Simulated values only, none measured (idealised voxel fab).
This section sets out a process module, namely voxel trench capacitor.
cross-section cut | 175 nm wide | cells 5 nm
For the purposes of this document, a cross-section shall be understood as a grid of square cells, specified as bands listed in top-to-bottom order, each band consisting of one or more rows of cells.
The band entry comprises the height of the band's top followed by the height of its bottom, expressed in nm, and subsequently the band's materials from left to right, each stated together with its width in nm. Where a single material is marked with the word "everywhere", that material fills the band from edge to edge. The word "empty" represents empty space.
Below 0: as-received wafer, all one material; heights counted from there. Lowest band: no bottom, goes on down, written "0 -> down".
You'd read "30->40" like this: the band's top row of cells is as wide as the first number, its bottom row is as wide as the second, and going down, every row changes width by the same amount as the row before did.
No cell of the cross-section changed in a step that is given as "nothing was modified".
Basically, "Closed internal voids" tells you about the enclosed voids: empty spaces with no open way to the top, 8 cells or bigger, each written width x height at distance, where distance is from the left edge, all in nm.
Anything after a step's settings on that line? It's the simulator's own note about the step.
The setting "overlay nm" may be written on the line of a step. When the step uses a mask, the value reports how far to the right of the planned place the mask lay, and a negative value reports that it lay to the left.
[The steps planned for the process are as follows]
1 RECEIVE | material Si
2 CONFORMAL_DEP | material SiN | thk nm 10
3 PATTERN | tone open | mask id TRENCH | material resist | width nm 25 | pitch nm 45 | thk nm 15 | overlay nm 0
4 DIRECTIONAL_ETCH | etch materials SiN | depth nm 10
5 DIRECTIONAL_ETCH | etch materials Si | depth nm 40
6 STRIP | etch materials resist
7 CONFORMAL_DEP | material HfO2 | thk nm 5
8 CONFORMAL_DEP | material TiN | thk nm 5
9 FILL_DEP | material W | thk nm 5
10 CMP | height nm 10
[Cross-sectional view of the wafer in its as-received condition, corresponding to the state after step 1]
- 0 -> down  Si everywhere
- Closed internal voids: none
[First of two wafers, end-of-module section, run followed plan]
- 10 -> 0  50 nm SiN | 5 nm HfO2 | 5 nm TiN | 5 nm W | 5 nm TiN | 5 nm HfO2 | 20 nm SiN | 5 nm HfO2 | 5 nm TiN | 5 nm W | 5 nm TiN | 5 nm HfO2 | 55 nm SiN
- 0 -> -30  50 nm Si | 5 nm HfO2 | 5 nm TiN | 5 nm W | 5 nm TiN | 5 nm HfO2 | 20 nm Si | 5 nm HfO2 | 5 nm TiN | 5 nm W | 5 nm TiN | 5 nm HfO2 | 55 nm Si
- -30 -> -35  50 nm Si | 5 nm HfO2 | 15 nm TiN | 5 nm HfO2 | 20 nm Si | 5 nm HfO2 | 15 nm TiN | 5 nm HfO2 | 55 nm Si
- -35 -> -40  50 nm Si | 25 nm HfO2 | 20 nm Si | 25 nm HfO2 | 55 nm Si
- -40 -> down  Si everywhere
- Closed internal voids: none
[Presented here is a cross-section of the second of the two wafers as it stood at the end of the module. It was started in the same manner and assigned the same plan as the first wafer; however, one mistake was made in its execution]
- 10 -> 0  50 nm SiN | 5 nm HfO2 | 5 nm TiN | 5 nm W | 5 nm TiN | 5 nm HfO2 | 20 nm SiN | 5 nm HfO2 | 5 nm TiN | 5 nm W | 5 nm TiN | 5 nm HfO2 | 55 nm SiN
- 0 -> -25  50 nm Si | 5 nm HfO2 | 5 nm TiN | 5 nm W | 5 nm TiN | 5 nm HfO2 | 20 nm Si | 5 nm HfO2 | 5 nm TiN | 5 nm W | 5 nm TiN | 5 nm HfO2 | 55 nm Si
- -25 -> -30  50 nm Si | 5 nm HfO2 | 15 nm TiN | 5 nm HfO2 | 20 nm Si | 5 nm HfO2 | 15 nm TiN | 5 nm HfO2 | 55 nm Si
- -30 -> -35  50 nm Si | 25 nm HfO2 | 20 nm Si | 25 nm HfO2 | 55 nm Si
- -35 -> down  Si everywhere
- Closed internal voids: none
Where did the run depart from the plan? the process deviated at step 5: the operation and settings actually run there were DIRECTIONAL_ETCH | etch materials Si | depth nm 35
The final cell counts differ between the wafers, with the second having more or fewer of some materials than the first: 4 fewer of HfO2; 10 more of Si; 4 fewer of TiN; 2 fewer of W
